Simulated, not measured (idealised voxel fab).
The following is a process module called voxel capacitor over wiring.
cross-section cut | 215 nm wide | cells 5 nm
We lay out every cross-section as a grid of square cells and spell it out in bands from the top down, where one band means one or more rows of cells.
Band: top and bottom heights (nm) first, top before bottom; then materials from left to right, widths in nm. "all across" marks a sole material filling the band edge to edge. "blank" denotes empty space.
Where do heights start? At 0: under that level the wafer as delivered is made of one material only. And the lowest band has no floor; it just carries on downward, as in "0 and below".
You'd read "30->40" like this: the band's top row of cells is as wide as the first number, its bottom row is as wide as the second, and going down, every row changes width by the same amount as the row before did.
For the purposes of this document, the phrase "no modifications" attached to a step denotes that no cell within the cross-section was modified by that step.
The list in "Sealed void inventory" covers empty spaces of 8 cells or more that cannot reach the top through any open way, and it gives each as width x height at distance; the distance is from the left edge, and width, height and distance are in nm.
Past the settings on a step's line: simulator remark, on that step.
overlay nm: step with mask; distance mask lay right of planned place; negative value = left of planned place.

-- These are the steps we planned for the process
1) RECEIVE, material Si
2) CONFORMAL_DEP, material SiO2, thk nm 15
3) CONFORMAL_DEP, material SiN, thk nm 5
4) DIRECTIONAL_DEP, material lowk, thk nm 20
5) MASKED_ETCH, tone open, mask id METAL_1, width nm 25, pitch nm 95, etch materials lowk, depth nm 20, overlay nm 0
6) MASKED_ETCH, tone open, mask id METAL_1, width nm 25, pitch nm 95, etch materials SiN, depth nm 5, overlay nm 0
7) CONFORMAL_DEP, material TiN, thk nm 5
8) FILL_DEP, material W, thk nm 5
9) CMP, height nm 40
10) EPI, material Ru, thk nm 5
11) FILL_DEP, material SiCN, thk nm 5
12) DIRECTIONAL_DEP, material SiO2, thk nm 10
13) PATTERN, tone open, mask id PLUG_1, material resist, width nm 15, thk nm 15, overlay nm 0
14) DIRECTIONAL_ETCH, etch materials SiO2, depth nm 10
15) DIRECTIONAL_ETCH, etch materials SiCN, depth nm 5
16) STRIP, etch materials resist
17) CONFORMAL_DEP, material TiN, thk nm 5
18) FILL_DEP, material Ru, thk nm 5
19) CMP, height nm 60
20) DIRECTIONAL_DEP, material TiN, thk nm 10
21) DIRECTIONAL_DEP, material HfO2, thk nm 5
22) DIRECTIONAL_DEP, material TiN, thk nm 10
23) DIRECTIONAL_DEP, material aC, thk nm 10
24) PATTERN, tone cover, mask id UPPER_PLATE, material resist, width nm 75, thk nm 25, overlay nm 0
25) DIRECTIONAL_ETCH, etch materials aC, depth nm 10
26) STRIP, etch materials resist
27) DIRECTIONAL_ETCH, etch materials TiN, depth nm 10
28) DIRECTIONAL_ETCH, etch materials HfO2, depth nm 5
29) STRIP, etch materials aC
30) MASKED_ETCH, tone cover, mask id LOWER_PLATE, width nm 85, etch materials TiN, depth nm 10, overlay nm 0
31) FILL_DEP, material SiO2, thk nm 20
32) CMP, height nm 100
33) PATTERN, tone open, mask id PLUG_2, material resist, width nm 15, thk nm 20, overlay nm 0
34) DIRECTIONAL_ETCH, etch materials SiO2, depth nm 15
35) STRIP, etch materials resist
36) CONFORMAL_DEP, material TiN, thk nm 5
37) FILL_DEP, material Ru, thk nm 5
38) CMP, height nm 100
39) CONFORMAL_DEP, material SiN, thk nm 5

-- This is the cross-section of the wafer as we received it, i.e. after step 1
	0 and below: Si all across
	Sealed void inventory: none

-- Cross-section, end of module. Start: as above. Plan: as above. Execution: one mistake
	105 down to 100: SiN all across
	100 down to 95: TiN 70 nm; Ru 5 nm; TiN 140 nm
	95 down to 90: SiO2 65 nm; TiN 5 nm; Ru 5 nm; TiN 5 nm; SiO2 135 nm
	90 down to 85: SiO2 65 nm; TiN 15 nm; SiO2 135 nm
	85 down to 75: SiO2 55 nm; TiN 75 nm; SiO2 85 nm
	75 down to 70: SiO2 55 nm; HfO2 75 nm; SiO2 85 nm
	70 down to 60: SiO2 50 nm; TiN 85 nm; SiO2 80 nm
	60 down to 50: SiO2 55 nm; TiN 5 nm; Ru 5 nm; TiN 5 nm; SiO2 145 nm
	50 down to 45: SiCN 55 nm; TiN 15 nm; SiCN 145 nm
	45 down to 40: SiCN 40 nm; Ru 35 nm; SiCN 60 nm; Ru 35 nm; SiCN 45 nm
	40 down to 20: lowk 45 nm; TiN 5 nm; W 15 nm; TiN 5 nm; lowk 70 nm; TiN 5 nm; W 15 nm; TiN 5 nm; lowk 50 nm
	20 down to 15: SiN 45 nm; TiN 25 nm; SiN 70 nm; TiN 25 nm; SiN 50 nm
	15 down to 0: SiO2 all across
	0 and below: Si all across
	Sealed void inventory: none
what went wrong: planned and actual differ for step 32; actual: CMP, height nm 95
